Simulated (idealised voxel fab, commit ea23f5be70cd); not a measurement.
process module | voxel ribs on slabs
cross-section cut | 260 nm wide | cells 5 nm
A cross-section is a grid of square cells, given in bands from the top down. A band is one or more rows of cells.
Each band's line starts with the height of the band's top and of its bottom, in nm. Then come its materials from left to right, each with its width in nm. One material with "throughout" fills the band from edge to edge. "air" is empty space.
Height 0 is the level under which the wafer as received is all one material. The lowest band goes on downwards, as in "0 down".
A width such as "30 to 40" changes by the same amount from each row of cells to the next, from the band's top row to its bottom row.
"no change" after a step means that no cell of the cross-section changed.
closed voids: empty space of 8 cells or more with no open way to the top, each as width x height at its distance from the left edge, in nm
after a step's settings: what the simulator itself notes on the step
overlay nm, on a step with a mask: how far to the right of its planned place the mask lay; to the left if negative
plan
1 op RECEIVE | material Si
2 op DIRECTIONAL_DEP | material SiO2 | thk nm 25
3 op DIRECTIONAL_DEP | material SiN | thk nm 20
4 op MASKED_ETCH | tone cover | mask id RIB | width nm 30 | etch materials SiN | depth nm 5 | overlay nm 0
5 op DIRECTIONAL_DEP | material aC | thk nm 10
6 op PATTERN | tone cover | mask id SLAB | material resist | width nm 80 | thk nm 25 | overlay nm 0
7 op DIRECTIONAL_ETCH | etch materials aC | depth nm 10
8 op STRIP | etch materials resist
9 op DIRECTIONAL_ETCH | etch materials SiN | depth nm 15
10 op STRIP | etch materials aC
11 op FILL_DEP | material SiO2 | thk nm 20
12 op CMP | height nm 55
13 op DIRECTIONAL_DEP | material W | thk nm 10
14 op MASKED_ETCH | tone cover | mask id HEATER | width nm 30 | etch materials W | depth nm 10 | overlay nm 0
15 op CONFORMAL_DEP | material SiN | thk nm 5
varied across the wafers: width nm of step 14. The plan shows the first wafer's value. All wafers start alike
first wafer as received, after step 1
  0 down: Si throughout
  closed voids: none
first wafer at the end, after step 15
  70 to 65: air 110 | SiN 40 | air 110
  65 to 60: air 110 | SiN 5 | W 30 | SiN 5 | air 110
  60 to 55: SiN 115 | W 30 | SiN 115
  55 to 45: SiO2 throughout
  45 to 40: SiO2 115 | SiN 30 | SiO2 115
  40 to 25: SiO2 90 | SiN 80 | SiO2 90
  25 to 0: SiO2 throughout
  0 down: Si throughout
  closed voids: none
last wafer at the end
  70 to 65: air 100 | SiN 65 | air 95
  65 to 60: air 100 | SiN 5 | W 55 | SiN 5 | air 95
  60 to 55: SiN 105 | W 55 | SiN 100
  55 to 45: SiO2 throughout
  45 to 40: SiO2 115 | SiN 30 | SiO2 115
  40 to 25: SiO2 90 | SiN 80 | SiO2 90
  25 to 0: SiO2 throughout
  0 down: Si throughout
  closed voids: none
each wafer at the end: cells of each material gained (+) or lost (-) since it was received, then its closed voids
width nm 30 | +110 SiN | +518 SiO2 | +12 W | closed voids: none
width nm 35 | +110 SiN | +518 SiO2 | +14 W | closed voids: none
width nm 40 | +110 SiN | +518 SiO2 | +16 W | closed voids: none
width nm 45 | +110 SiN | +518 SiO2 | +18 W | closed voids: none
width nm 50 | +110 SiN | +518 SiO2 | +20 W | closed voids: none
width nm 55 | +110 SiN | +518 SiO2 | +22 W | closed voids: none
